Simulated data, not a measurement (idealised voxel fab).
Process module heading - voxel capacitor over wiring
Each square cell in cross-section cut measures 5 nm, and the section as a whole is 210 nm wide.
Square cells in a grid make up a cross-section in this document, and the grid is given as bands, listed from the top down, each one or more rows of cells.
Band: top height; bottom height; in nm. Then, left to right: material with width in nm, for each material. "everywhere": a single material spanning edge to edge. "empty": empty space.
It should be noted that heights are counted from 0, beneath which the wafer as supplied is of one material throughout, and that the lowest band possesses no lower boundary but continues downward, as written in "0 -> down".
Width "30..40": first value at the band's top row of cells, second value at its bottom row, equal change from row to row.
Any step labelled "nothing was modified" changed none of the cells in the cross-section.
"Sealed-off cavities" specifies each empty space that is not open to the top and that occupies no fewer than 8 cells, using the form width x height at distance, the distance measured from the left edge and all three quantities in nm.
That trailing text on a step's line, after the settings, is the simulator's own remark on the step.
overlay nm: step with mask; distance mask lay right of planned place; negative value = left of planned place.
What follows is a series of pairs. Each pair shows a cross-section before one process step and the cross-section after it, and the after view is drawn only down to the lowest band that changed. Beneath each pair is the step that lies between the two, with its settings. Pairs may come from different runs of this module on the same starting wafer, so a pair continues from the one above it only where its entry headed "Incoming structure" says so.
-- Incoming structure
> 110 -> 100  60 nm empty / 65 nm aC / 85 nm empty
> 100 -> 95  55 nm empty / 70 nm aC / 85 nm empty
> 95 -> 85  50 nm empty / 10 nm aC / 65 nm TiN / 5 nm aC / 80 nm empty
> 85 -> 80  50 nm empty / 5 nm aC / 70 nm Al2O3 / 5 nm aC / 80 nm empty
> 80 -> 70  50 nm empty / 80 nm TiN / 80 nm empty
> 70 -> 55  55 nm lowk / 5 nm TiN / 5 nm Cu / 5 nm TiN / 140 nm lowk
> 55 -> 50  55 nm SiCN / 15 nm TiN / 140 nm SiCN
> 50 -> 45  35 nm SiCN / 40 nm Ru / 55 nm SiCN / 40 nm Ru / 40 nm SiCN
> 45 -> 20  40 nm SiO2 / 5 nm TiN / 20 nm Cu / 5 nm TiN / 65 nm SiO2 / 5 nm TiN / 20 nm Cu / 5 nm TiN / 45 nm SiO2
> 20 -> 15  40 nm SiN / 30 nm TiN / 65 nm SiN / 30 nm TiN / 45 nm SiN
> 15 -> 0  SiO2 everywhere
> 0 -> down  Si everywhere
> Sealed-off cavities: none
-- Resulting Structure
> 95 -> 85  60 nm empty / 65 nm TiN / 85 nm empty
> 85 -> 80  55 nm empty / 70 nm Al2O3 / 85 nm empty
> Below 80, the layers are the same as they were.
> Sealed-off cavities: none
Between the cross-sections above, the step performed was STRIP,etch materials aC
Incoming structure: starting point is the after cross-section of the pair just above.
-- Resulting Structure
> 115 -> 95  SiO2 everywhere
> 95 -> 85  60 nm SiO2 / 65 nm TiN / 85 nm SiO2
> 85 -> 80  55 nm SiO2 / 70 nm Al2O3 / 85 nm SiO2
> 80 -> 70  50 nm SiO2 / 80 nm TiN / 80 nm SiO2
> Below 70, the layers are the same as they were.
> Sealed-off cavities: none
Between the cross-sections above, the step performed was FILL_DEP,material SiO2,thk nm 20
Incoming structure: starting point is the after cross-section of the pair just above.
-- Resulting Structure
> 110 -> 95  SiO2 everywhere
> Below 95, the layers are the same as they were.
> Sealed-off cavities: none
Between the cross-sections above, the step performed was CMP,height nm 110
Incoming structure: starting point is the after cross-section of the pair just above.
-- Resulting Structure
> 110 -> 95  65 nm SiO2 / 15 nm empty / 130 nm SiO2
> Below 95, the layers are the same as they were.
> Sealed-off cavities: none
Between the cross-sections above, the step performed was MASKED_ETCH,tone open,mask id PLUG_2,width nm 15,etch materials SiO2,depth nm 15,overlay nm 0
Incoming structure: starting point is the after cross-section of the pair just above.
-- Resulting Structure
> 115 -> 110  70 nm TiN / 5 nm empty / 135 nm TiN
> 110 -> 100  65 nm SiO2 / 5 nm TiN / 5 nm empty / 5 nm TiN / 130 nm SiO2
> 100 -> 95  65 nm SiO2 / 15 nm TiN / 130 nm SiO2
> Below 95, the layers are the same as they were.
> Sealed-off cavities: none
Between the cross-sections above, the step performed was CONFORMAL_DEP,material TiN,thk nm 5
Incoming structure: starting point is the after cross-section of the pair just above.
-- Resulting Structure
> 125 -> 115  Cu everywhere
> 115 -> 110  70 nm TiN / 5 nm Cu / 135 nm TiN
> 110 -> 100  65 nm SiO2 / 5 nm TiN / 5 nm Cu / 5 nm TiN / 130 nm SiO2
> Below 100, the layers are the same as they were.
> Sealed-off cavities: none
Between the cross-sections above, the step performed was FILL_DEP,material Cu,thk nm 10
Incoming structure: starting point is the after cross-section of the pair just above.
-- Resulting Structure
> 110 -> 100  65 nm SiO2 / 5 nm TiN / 5 nm Cu / 5 nm TiN / 130 nm SiO2
> Below 100, the layers are the same as they were.
> Sealed-off cavities: none
Between the cross-sections above, the step performed was CMP,height nm 110
Incoming structure: starting point is the after cross-section of the pair just above.
-- Resulting Structure
> 115 -> 110  SiCN everywhere
> Below 110, the layers are the same as they were.
> Sealed-off cavities: none
Between the cross-sections above, the step performed was CONFORMAL_DEP,material SiCN,thk nm 5
-- Incoming structure
> 110 -> 95  55 nm empty / 70 nm aC / 85 nm empty
> 95 -> 85  55 nm aC / 70 nm TiN / 85 nm aC
> 85 -> 80  55 nm aC / 70 nm Al2O3 / 85 nm aC
> 80 -> 70  TiN everywhere
> 70 -> 55  55 nm lowk / 5 nm TiN / 5 nm Cu / 5 nm TiN / 140 nm lowk
> 55 -> 50  55 nm SiCN / 15 nm TiN / 140 nm SiCN
> 50 -> 45  35 nm SiCN / 40 nm Ru / 55 nm SiCN / 40 nm Ru / 40 nm SiCN
> 45 -> 20  40 nm SiO2 / 5 nm TiN / 20 nm Cu / 5 nm TiN / 65 nm SiO2 / 5 nm TiN / 20 nm Cu / 5 nm TiN / 45 nm SiO2
> 20 -> 15  40 nm SiN / 30 nm TiN / 65 nm SiN / 30 nm TiN / 45 nm SiN
> 15 -> 0  SiO2 everywhere
> 0 -> down  Si everywhere
> Sealed-off cavities: none
-- Resulting Structure
> 140 -> 110  60 nm empty / 80 nm resist / 70 nm empty
> 110 -> 95  55 nm empty / 70 nm aC / 15 nm resist / 70 nm empty
> Below 95, the layers are the same as they were.
> Sealed-off cavities: none
Between the cross-sections above, the step performed was PATTERN,tone cover,mask id LOWER_PLATE,material resist,width nm 80,thk nm 30,overlay nm 10
Incoming structure: starting point is the after cross-section of the pair just above.
-- Resulting Structure
> 125 -> 110  60 nm empty / 80 nm resist / 70 nm empty
> 110 -> 95  60 nm empty / 65 nm aC / 15 nm resist / 70 nm empty
> 95 -> 85  55 nm empty / 70 nm TiN / 15 nm aC / 70 nm empty
> 85 -> 80  55 nm empty / 70 nm Al2O3 / 15 nm aC / 70 nm empty
> Below 80, the layers are the same as they were.
> Sealed-off cavities: none
Between the cross-sections above, the step performed was DIRECTIONAL_ETCH,etch materials aC,depth nm 15
Incoming structure: starting point is the after cross-section of the pair just above.
-- Resulting Structure
> 110 -> 95  60 nm empty / 65 nm aC / 85 nm empty
> Below 95, the layers are the same as they were.
> Sealed-off cavities: none
Between the cross-sections above, the step performed was STRIP,etch materials resist
Incoming structure: starting point is the after cross-section of the pair just above.
-- Resulting Structure
> 110 -> 95  60 nm empty / 65 nm aC / 85 nm empty
> 95 -> 85  60 nm empty / 65 nm TiN / 15 nm aC / 70 nm empty
> 85 -> 80  55 nm empty / 70 nm Al2O3 / 15 nm aC / 70 nm empty
> 80 -> 70  55 nm empty / 85 nm TiN / 70 nm empty
> Below 70, the layers are the same as they were.
> Sealed-off cavities: none
Between the cross-sections above, the step performed was DIRECTIONAL_ETCH,etch materials TiN,depth nm 10
Incoming structure: starting point is the after cross-section of the pair just above.
-- Resulting Structure
> 95 -> 85  60 nm empty / 65 nm TiN / 85 nm empty
> 85 -> 80  55 nm empty / 70 nm Al2O3 / 85 nm empty
> Below 80, the layers are the same as they were.
> Sealed-off cavities: none
Between the cross-sections above, the step performed was STRIP,etch materials aC
Incoming structure: starting point is the after cross-section of the pair just above.
-- Resulting Structure
> 115 -> 95  SiO2 everywhere
> 95 -> 85  60 nm SiO2 / 65 nm TiN / 85 nm SiO2
> 85 -> 80  55 nm SiO2 / 70 nm Al2O3 / 85 nm SiO2
> 80 -> 70  55 nm SiO2 / 85 nm TiN / 70 nm SiO2
> Below 70, the layers are the same as they were.
> Sealed-off cavities: none
Between the cross-sections above, the step performed was FILL_DEP,material SiO2,thk nm 20
Incoming structure: starting point is the after cross-section of the pair just above.
-- Resulting Structure
> 110 -> 95  SiO2 everywhere
> Below 95, the layers are the same as they were.
> Sealed-off cavities: none
Between the cross-sections above, the step performed was CMP,height nm 110
Incoming structure: starting point is the after cross-section of the pair just above.
-- Resulting Structure
> 110 -> 95  65 nm SiO2 / 15 nm empty / 130 nm SiO2
> Below 95, the layers are the same as they were.
> Sealed-off cavities: none
Between the cross-sections above, the step performed was MASKED_ETCH,tone open,mask id PLUG_2,width nm 15,etch materials SiO2,depth nm 15,overlay nm 0
Incoming structure: starting point is the after cross-section of the pair just above.
-- Resulting Structure
> 115 -> 110  70 nm TiN / 5 nm empty / 135 nm TiN
> 110 -> 100  65 nm SiO2 / 5 nm TiN / 5 nm empty / 5 nm TiN / 130 nm SiO2
> 100 -> 95  65 nm SiO2 / 15 nm TiN / 130 nm SiO2
> Below 95, the layers are the same as they were.
> Sealed-off cavities: none
Between the cross-sections above, the step performed was CONFORMAL_DEP,material TiN,thk nm 5
Incoming structure: starting point is the after cross-section of the pair just above.
-- Resulting Structure
> 125 -> 115  Cu everywhere
> 115 -> 110  70 nm TiN / 5 nm Cu / 135 nm TiN
> 110 -> 100  65 nm SiO2 / 5 nm TiN / 5 nm Cu / 5 nm TiN / 130 nm SiO2
> Below 100, the layers are the same as they were.
> Sealed-off cavities: none
Between the cross-sections above, the step performed was FILL_DEP,material Cu,thk nm 10
Incoming structure: starting point is the after cross-section of the pair just above.
-- Resulting Structure
> 110 -> 100  65 nm SiO2 / 5 nm TiN / 5 nm Cu / 5 nm TiN / 130 nm SiO2
> Below 100, the layers are the same as they were.
> Sealed-off cavities: none
Between the cross-sections above, the step performed was CMP,height nm 110
Incoming structure: starting point is the after cross-section of the pair just above.
-- Resulting Structure
> 115 -> 110  SiCN everywhere
> Below 110, the layers are the same as they were.
> Sealed-off cavities: none
Between the cross-sections above, the step performed was CONFORMAL_DEP,material SiCN,thk nm 5
-- Incoming structure
> 80 -> 70  TiN everywhere
> 70 -> 55  55 nm lowk / 5 nm TiN / 5 nm Cu / 5 nm TiN / 140 nm lowk
> 55 -> 50  55 nm SiCN / 15 nm TiN / 140 nm SiCN
> 50 -> 45  35 nm SiCN / 40 nm Ru / 55 nm SiCN / 40 nm Ru / 40 nm SiCN
> 45 -> 20  40 nm SiO2 / 5 nm TiN / 20 nm Cu / 5 nm TiN / 65 nm SiO2 / 5 nm TiN / 20 nm Cu / 5 nm TiN / 45 nm SiO2
> 20 -> 15  40 nm SiN / 30 nm TiN / 65 nm SiN / 30 nm TiN / 45 nm SiN
> 15 -> 0  SiO2 everywhere
> 0 -> down  Si everywhere
> Sealed-off cavities: none
-- Resulting Structure
> 85 -> 80  SiO2 everywhere
> Below 80, the layers are the same as they were.
> Sealed-off cavities: none
Between the cross-sections above, the step performed was DIRECTIONAL_DEP,material SiO2,thk nm 5
Incoming structure: starting point is the after cross-section of the pair just above.
-- Resulting Structure
> 95 -> 85  TiN everywhere
> Below 85, the layers are the same as they were.
> Sealed-off cavities: none
Between the cross-sections above, the step performed was DIRECTIONAL_DEP,material TiN,thk nm 10
Incoming structure: starting point is the after cross-section of the pair just above.
-- Resulting Structure
> 95 -> 85  55 nm empty / 70 nm TiN / 85 nm empty
> Below 85, the layers are the same as they were.
> Sealed-off cavities: none
Between the cross-sections above, the step performed was MASKED_ETCH,tone cover,mask id UPPER_PLATE,width nm 70,etch materials TiN,depth nm 10,overlay nm 0
Incoming structure: starting point is the after cross-section of the pair just above.
-- Resulting Structure
> 110 -> 100  55 nm empty / 70 nm aC / 85 nm empty
> 100 -> 95  aC everywhere
> 95 -> 85  55 nm aC / 70 nm TiN / 85 nm aC
> Below 85, the layers are the same as they were.
> Sealed-off cavities: none
Between the cross-sections above, the step performed was DIRECTIONAL_DEP,material aC,thk nm 15
Incoming structure: starting point is the after cross-section of the pair just above.
-- Resulting Structure
> 140 -> 110  50 nm empty / 80 nm resist / 80 nm empty
> 110 -> 100  50 nm empty / 5 nm resist / 70 nm aC / 5 nm resist / 80 nm empty
> Below 100, the layers are the same as they were.
> Sealed-off cavities: none
Between the cross-sections above, the step performed was PATTERN,tone cover,mask id LOWER_PLATE,material resist,width nm 80,thk nm 30,overlay nm 0
Incoming structure: starting point is the after cross-section of the pair just above.
-- Resulting Structure
> 125 -> 110  50 nm empty / 80 nm resist / 80 nm empty
> 110 -> 100  50 nm empty / 5 nm resist / 70 nm aC / 5 nm resist / 80 nm empty
> 100 -> 95  50 nm empty / 80 nm aC / 80 nm empty
> 95 -> 85  50 nm empty / 5 nm aC / 70 nm TiN / 5 nm aC / 80 nm empty
> Below 85, the layers are the same as they were.
> Sealed-off cavities: none
Between the cross-sections above, the step performed was DIRECTIONAL_ETCH,etch materials aC,depth nm 15
Incoming structure: starting point is the after cross-section of the pair just above.
-- Resulting Structure
> 110 -> 100  55 nm empty / 70 nm aC / 85 nm empty
> Below 100, the layers are the same as they were.
> Sealed-off cavities: none
Between the cross-sections above, the step performed was STRIP,etch materials resist
Incoming structure: starting point is the after cross-section of the pair just above.
-- Resulting Structure
> 95 -> 85  55 nm empty / 70 nm TiN / 85 nm empty
> Below 85, the layers are the same as they were.
> Sealed-off cavities: none
Between the cross-sections above, the step performed was STRIP,etch materials aC
Incoming structure: starting point is the after cross-section of the pair just above.
-- Resulting Structure
> 115 -> 95  SiO2 everywhere
> 95 -> 85  55 nm SiO2 / 70 nm TiN / 85 nm SiO2
> Below 85, the layers are the same as they were.
> Sealed-off cavities: none
Between the cross-sections above, the step performed was FILL_DEP,material SiO2,thk nm 20
Incoming structure: starting point is the after cross-section of the pair just above.
-- Resulting Structure
> 110 -> 95  SiO2 everywhere
> Below 95, the layers are the same as they were.
> Sealed-off cavities: none
Between the cross-sections above, the step performed was CMP,height nm 110
Incoming structure: starting point is the after cross-section of the pair just above.
-- Resulting Structure
> 110 -> 95  65 nm SiO2 / 15 nm empty / 130 nm SiO2
> Below 95, the layers are the same as they were.
> Sealed-off cavities: none
Between the cross-sections above, the step performed was MASKED_ETCH,tone open,mask id PLUG_2,width nm 15,etch materials SiO2,depth nm 15,overlay nm 0
Incoming structure: starting point is the after cross-section of the pair just above.
-- Resulting Structure
> 115 -> 110  70 nm TiN / 5 nm empty / 135 nm TiN
> 110 -> 100  65 nm SiO2 / 5 nm TiN / 5 nm empty / 5 nm TiN / 130 nm SiO2
> 100 -> 95  65 nm SiO2 / 15 nm TiN / 130 nm SiO2
> Below 95, the layers are the same as they were.
> Sealed-off cavities: none
Between the cross-sections above, the step performed was CONFORMAL_DEP,material TiN,thk nm 5
Incoming structure: starting point is the after cross-section of the pair just above.
-- Resulting Structure
> 125 -> 115  Cu everywhere
> 115 -> 110  70 nm TiN / 5 nm Cu / 135 nm TiN
> 110 -> 100  65 nm SiO2 / 5 nm TiN / 5 nm Cu / 5 nm TiN / 130 nm SiO2
> Below 100, the layers are the same as they were.
> Sealed-off cavities: none
Between the cross-sections above, the step performed was FILL_DEP,material Cu,thk nm 10
Incoming structure: starting point is the after cross-section of the pair just above.
-- Resulting Structure
> 110 -> 100  65 nm SiO2 / 5 nm TiN / 5 nm Cu / 5 nm TiN / 130 nm SiO2
> Below 100, the layers are the same as they were.
> Sealed-off cavities: none
Between the cross-sections above, the step performed was CMP,height nm 110
Incoming structure: starting point is the after cross-section of the pair just above.
-- Resulting Structure
> 115 -> 110  SiCN everywhere
> Below 110, the layers are the same as they were.
> Sealed-off cavities: none
Between the cross-sections above, the step performed was CONFORMAL_DEP,material SiCN,thk nm 5
-- Incoming structure
> 45 -> 20  SiO2 everywhere
> 20 -> 15  SiN everywhere
> 15 -> 0  SiO2 everywhere
> 0 -> down  Si everywhere
> Sealed-off cavities: none
-- Resulting Structure
> 65 -> 45  40 nm empty / 30 nm resist / 65 nm empty / 30 nm resist / 45 nm empty
> Below 45, the layers are the same as they were.
> Sealed-off cavities: none
Between the cross-sections above, the step performed was PATTERN,tone cover,mask id METAL_1,material resist,width nm 30,pitch nm 95,thk nm 20,overlay nm 0
Incoming structure: starting point is the after cross-section of the pair just above.
-- Resulting Structure
> 65 -> 45  40 nm empty / 30 nm resist / 65 nm empty / 30 nm resist / 45 nm empty
> 45 -> 20  40 nm empty / 30 nm SiO2 / 65 nm empty / 30 nm SiO2 / 45 nm empty
> Below 20, the layers are the same as they were.
> Sealed-off cavities: none
Between the cross-sections above, the step performed was DIRECTIONAL_ETCH,etch materials SiO2,depth nm 25
Incoming structure: starting point is the after cross-section of the pair just above.
-- Resulting Structure
> 65 -> 45  40 nm empty / 30 nm resist / 65 nm empty / 30 nm resist / 45 nm empty
> 45 -> 20  40 nm empty / 30 nm SiO2 / 65 nm empty / 30 nm SiO2 / 45 nm empty
> 20 -> 15  40 nm empty / 30 nm SiN / 65 nm empty / 30 nm SiN / 45 nm empty
> Below 15, the layers are the same as they were.
> Sealed-off cavities: none
Between the cross-sections above, the step performed was DIRECTIONAL_ETCH,etch materials SiN,depth nm 5
Incoming structure: starting point is the after cross-section of the pair just above.
-- Resulting Structure
> 45 -> 20  40 nm empty / 30 nm SiO2 / 65 nm empty / 30 nm SiO2 / 45 nm empty
> Below 20, the layers are the same as they were.
> Sealed-off cavities: none
Between the cross-sections above, the step performed was STRIP,etch materials resist
Incoming structure: starting point is the after cross-section of the pair just above.
-- Resulting Structure
> 50 -> 45  35 nm empty / 40 nm TiN / 55 nm empty / 40 nm TiN / 40 nm empty
> 45 -> 20  35 nm empty / 5 nm TiN / 30 nm SiO2 / 5 nm TiN / 55 nm empty / 5 nm TiN / 30 nm SiO2 / 5 nm TiN / 40 nm empty
> 20 -> 15  40 nm TiN / 30 nm SiN / 65 nm TiN / 30 nm SiN / 45 nm TiN
> Below 15, the layers are the same as they were.
> Sealed-off cavities: none
Between the cross-sections above, the step performed was CONFORMAL_DEP,material TiN,thk nm 5
Incoming structure: starting point is the after cross-section of the pair just above.
-- Resulting Structure
> 60 -> 50  Cu everywhere
> 50 -> 45  35 nm Cu / 40 nm TiN / 55 nm Cu / 40 nm TiN / 40 nm Cu
> 45 -> 20  35 nm Cu / 5 nm TiN / 30 nm SiO2 / 5 nm TiN / 55 nm Cu / 5 nm TiN / 30 nm SiO2 / 5 nm TiN / 40 nm Cu
> Below 20, the layers are the same as they were.
> Sealed-off cavities: none
Between the cross-sections above, the step performed was FILL_DEP,material Cu,thk nm 10
Incoming structure: starting point is the after cross-section of the pair just above.
-- Resulting Structure
> 45 -> 20  35 nm Cu / 5 nm TiN / 30 nm SiO2 / 5 nm TiN / 55 nm Cu / 5 nm TiN / 30 nm SiO2 / 5 nm TiN / 40 nm Cu
> Below 20, the layers are the same as they were.
> Sealed-off cavities: none
Between the cross-sections above, the step performed was CMP,height nm 45
Incoming structure: starting point is the after cross-section of the pair just above.
-- Resulting Structure
> 50 -> 45  45 nm Ru / 20 nm empty / 75 nm Ru / 20 nm empty / 50 nm Ru
> Below 45, the layers are the same as they were.
> Sealed-off cavities: none
Between the cross-sections above, the step performed was EPI,material Ru,thk nm 5
Incoming structure: starting point is the after cross-section of the pair just above.
-- Resulting Structure
> 55 -> 50  SiCN everywhere
> 50 -> 45  45 nm Ru / 20 nm SiCN / 75 nm Ru / 20 nm SiCN / 50 nm Ru
> Below 45, the layers are the same as they were.
> Sealed-off cavities: none
Between the cross-sections above, the step performed was FILL_DEP,material SiCN,thk nm 5
Incoming structure: starting point is the after cross-section of the pair just above.
-- Resulting Structure
> 70 -> 55  lowk everywhere
> Below 55, the layers are the same as they were.
> Sealed-off cavities: none
Between the cross-sections above, the step performed was DIRECTIONAL_DEP,material lowk,thk nm 15
Incoming structure: starting point is the after cross-section of the pair just above.
-- Resulting Structure
> 85 -> 70  55 nm resist / 15 nm empty / 140 nm resist
> Below 70, the layers are the same as they were.
> Sealed-off cavities: none
Between the cross-sections above, the step performed was PATTERN,tone open,mask id PLUG_1,material resist,width nm 15,thk nm 15,overlay nm 0
Incoming structure: starting point is the after cross-section of the pair just above.
-- Resulting Structure
> 85 -> 70  55 nm resist / 15 nm empty / 140 nm resist
> 70 -> 55  55 nm lowk / 15 nm empty / 140 nm lowk
> Below 55, the layers are the same as they were.
> Sealed-off cavities: none
Between the cross-sections above, the step performed was DIRECTIONAL_ETCH,etch materials lowk,depth nm 15
Incoming structure: starting point is the after cross-section of the pair just above.
-- Resulting Structure
> 85 -> 70  55 nm resist / 15 nm empty / 140 nm resist
> 70 -> 55  55 nm lowk / 15 nm empty / 140 nm lowk
> 55 -> 50  55 nm SiCN / 15 nm empty / 140 nm SiCN
> Below 50, the layers are the same as they were.
> Sealed-off cavities: none
Between the cross-sections above, the step performed was DIRECTIONAL_ETCH,etch materials SiCN,depth nm 5
Incoming structure: starting point is the after cross-section of the pair just above.
-- Resulting Structure
> 70 -> 55  55 nm lowk / 15 nm empty / 140 nm lowk
> Below 55, the layers are the same as they were.
> Sealed-off cavities: none
Between the cross-sections above, the step performed was STRIP,etch materials resist
Incoming structure: starting point is the after cross-section of the pair just above.
-- Resulting Structure
> 75 -> 70  60 nm TiN / 5 nm empty / 145 nm TiN
> 70 -> 55  55 nm lowk / 5 nm TiN / 5 nm empty / 5 nm TiN / 140 nm lowk
> 55 -> 50  55 nm SiCN / 15 nm TiN / 140 nm SiCN
> Below 50, the layers are the same as they were.
> Sealed-off cavities: none
Between the cross-sections above, the step performed was CONFORMAL_DEP,material TiN,thk nm 5
Incoming structure: starting point is the after cross-section of the pair just above.
-- Resulting Structure
> 85 -> 75  Cu everywhere
> 75 -> 70  60 nm TiN / 5 nm Cu / 145 nm TiN
> 70 -> 55  55 nm lowk / 5 nm TiN / 5 nm Cu / 5 nm TiN / 140 nm lowk
> Below 55, the layers are the same as they were.
> Sealed-off cavities: none
Between the cross-sections above, the step performed was FILL_DEP,material Cu,thk nm 10
Incoming structure: starting point is the after cross-section of the pair just above.
-- Resulting Structure
> 70 -> 55  55 nm lowk / 5 nm TiN / 5 nm Cu / 5 nm TiN / 140 nm lowk
> Below 55, the layers are the same as they were.
> Sealed-off cavities: none
Between the cross-sections above, the step performed was CMP,height nm 70
Incoming structure: starting point is the after cross-section of the pair just above.
-- Resulting Structure
> 80 -> 70  TiN everywhere
> Below 70, the layers are the same as they were.
> Sealed-off cavities: none
Between the cross-sections above, the step performed was DIRECTIONAL_DEP,material TiN,thk nm 10
Incoming structure: starting point is the after cross-section of the pair just above.
-- Resulting Structure
> 85 -> 80  Al2O3 everywhere
> Below 80, the layers are the same as they were.
> Sealed-off cavities: none
Between the cross-sections above, the step performed was DIRECTIONAL_DEP,material Al2O3,thk nm 5
Incoming structure: starting point is the after cross-section of the pair just above.
-- Resulting Structure
> 95 -> 85  TiN everywhere
> Below 85, the layers are the same as they were.
> Sealed-off cavities: none
Between the cross-sections above, the step performed was DIRECTIONAL_DEP,material TiN,thk nm 10
Incoming structure: starting point is the after cross-section of the pair just above.
-- Resulting Structure
> 95 -> 85  55 nm empty / 70 nm TiN / 85 nm empty
> Below 85, the layers are the same as they were.
> Sealed-off cavities: none
Between the cross-sections above, the step performed was MASKED_ETCH,tone cover,mask id UPPER_PLATE,width nm 70,etch materials TiN,depth nm 10,overlay nm 0
Incoming structure: starting point is the after cross-section of the pair just above.
-- Resulting Structure
> 95 -> 85  55 nm empty / 70 nm TiN / 85 nm empty
> 85 -> 80  55 nm empty / 70 nm Al2O3 / 85 nm empty
> Below 80, the layers are the same as they were.
> Sealed-off cavities: none
Between the cross-sections above, the step performed was MASKED_ETCH,tone cover,mask id UPPER_PLATE,width nm 70,etch materials Al2O3,depth nm 5,overlay nm 0
Incoming structure: starting point is the after cross-section of the pair just above.
-- Resulting Structure
> 110 -> 95  55 nm empty / 70 nm aC / 85 nm empty
> 95 -> 85  55 nm aC / 70 nm TiN / 85 nm aC
> 85 -> 80  55 nm aC / 70 nm Al2O3 / 85 nm aC
> Below 80, the layers are the same as they were.
> Sealed-off cavities: none
Between the cross-sections above, the step performed was DIRECTIONAL_DEP,material aC,thk nm 15
Incoming structure: starting point is the after cross-section of the pair just above.
-- Resulting Structure
> 140 -> 110  50 nm empty / 80 nm resist / 80 nm empty
> 110 -> 95  50 nm empty / 5 nm resist / 70 nm aC / 5 nm resist / 80 nm empty
> Below 95, the layers are the same as they were.
> Sealed-off cavities: none
Between the cross-sections above, the step performed was PATTERN,tone cover,mask id LOWER_PLATE,material resist,width nm 80,thk nm 30,overlay nm 0
Incoming structure: starting point is the after cross-section of the pair just above.
-- Resulting Structure
> 125 -> 110  50 nm empty / 80 nm resist / 80 nm empty
> 110 -> 95  50 nm empty / 5 nm resist / 70 nm aC / 5 nm resist / 80 nm empty
> 95 -> 85  50 nm empty / 5 nm aC / 70 nm TiN / 5 nm aC / 80 nm empty
> 85 -> 80  50 nm empty / 5 nm aC / 70 nm Al2O3 / 5 nm aC / 80 nm empty
> Below 80, the layers are the same as they were.
> Sealed-off cavities: none
Between the cross-sections above, the step performed was DIRECTIONAL_ETCH,etch materials aC,depth nm 15
Incoming structure: starting point is the after cross-section of the pair just above.
-- Resulting Structure
> 110 -> 95  55 nm empty / 70 nm aC / 85 nm empty
> Below 95, the layers are the same as they were.
> Sealed-off cavities: none
Between the cross-sections above, the step performed was STRIP,etch materials resist
Incoming structure: starting point is the after cross-section of the pair just above.
-- Resulting Structure
> 110 -> 95  55 nm empty / 70 nm aC / 85 nm empty
> 95 -> 85  50 nm empty / 5 nm aC / 70 nm TiN / 5 nm aC / 80 nm empty
> 85 -> 80  50 nm empty / 5 nm aC / 70 nm Al2O3 / 5 nm aC / 80 nm empty
> 80 -> 70  50 nm empty / 80 nm TiN / 80 nm empty
> Below 70, the layers are the same as they were.
> Sealed-off cavities: none
Between the cross-sections above, the step performed was DIRECTIONAL_ETCH,etch materials TiN,depth nm 10
Incoming structure: starting point is the after cross-section of the pair just above.
-- Resulting Structure
> 95 -> 85  55 nm empty / 70 nm TiN / 85 nm empty
> 85 -> 80  55 nm empty / 70 nm Al2O3 / 85 nm empty
> Below 80, the layers are the same as they were.
> Sealed-off cavities: none
Between the cross-sections above, the step performed was STRIP,etch materials aC
Incoming structure: starting point is the after cross-section of the pair just above.
-- Resulting Structure
> 115 -> 95  SiO2 everywhere
> 95 -> 85  55 nm SiO2 / 70 nm TiN / 85 nm SiO2
> 85 -> 80  55 nm SiO2 / 70 nm Al2O3 / 85 nm SiO2
> 80 -> 70  50 nm SiO2 / 80 nm TiN / 80 nm SiO2
> Below 70, the layers are the same as they were.
> Sealed-off cavities: none
Between the cross-sections above, the step performed was FILL_DEP,material SiO2,thk nm 20
Incoming structure: starting point is the after cross-section of the pair just above.
-- Resulting Structure
> 110 -> 95  SiO2 everywhere
> Below 95, the layers are the same as they were.
> Sealed-off cavities: none
Between the cross-sections above, the step performed was CMP,height nm 110
Incoming structure: starting point is the after cross-section of the pair just above.
-- Resulting Structure
> 110 -> 95  65 nm SiO2 / 15 nm empty / 130 nm SiO2
> Below 95, the layers are the same as they were.
> Sealed-off cavities: none
Between the cross-sections above, the step performed was MASKED_ETCH,tone open,mask id PLUG_2,width nm 15,etch materials SiO2,depth nm 15,overlay nm 0
Incoming structure: starting point is the after cross-section of the pair just above.
-- Resulting Structure
> 115 -> 110  70 nm TiN / 5 nm empty / 135 nm TiN
> 110 -> 100  65 nm SiO2 / 5 nm TiN / 5 nm empty / 5 nm TiN / 130 nm SiO2
> 100 -> 95  65 nm SiO2 / 15 nm TiN / 130 nm SiO2
> Below 95, the layers are the same as they were.
> Sealed-off cavities: none
Between the cross-sections above, the step performed was CONFORMAL_DEP,material TiN,thk nm 5
Incoming structure: starting point is the after cross-section of the pair just above.
-- Resulting Structure
> 125 -> 115  Cu everywhere
> 115 -> 110  70 nm TiN / 5 nm Cu / 135 nm TiN
> 110 -> 100  65 nm SiO2 / 5 nm TiN / 5 nm Cu / 5 nm TiN / 130 nm SiO2
> Below 100, the layers are the same as they were.
> Sealed-off cavities: none
Between the cross-sections above, the step performed was FILL_DEP,material Cu,thk nm 10
Incoming structure: starting point is the after cross-section of the pair just above.
-- Resulting Structure
> 110 -> 100  65 nm SiO2 / 5 nm TiN / 5 nm Cu / 5 nm TiN / 130 nm SiO2
> Below 100, the layers are the same as they were.
> Sealed-off cavities: none
Between the cross-sections above, the step performed was CMP,height nm 110
Incoming structure: starting point is the after cross-section of the pair just above.
-- Resulting Structure
> 115 -> 110  SiCN everywhere
> Below 110, the layers are the same as they were.
> Sealed-off cavities: none
Between the cross-sections above, the step performed was CONFORMAL_DEP,material SiCN,thk nm 5
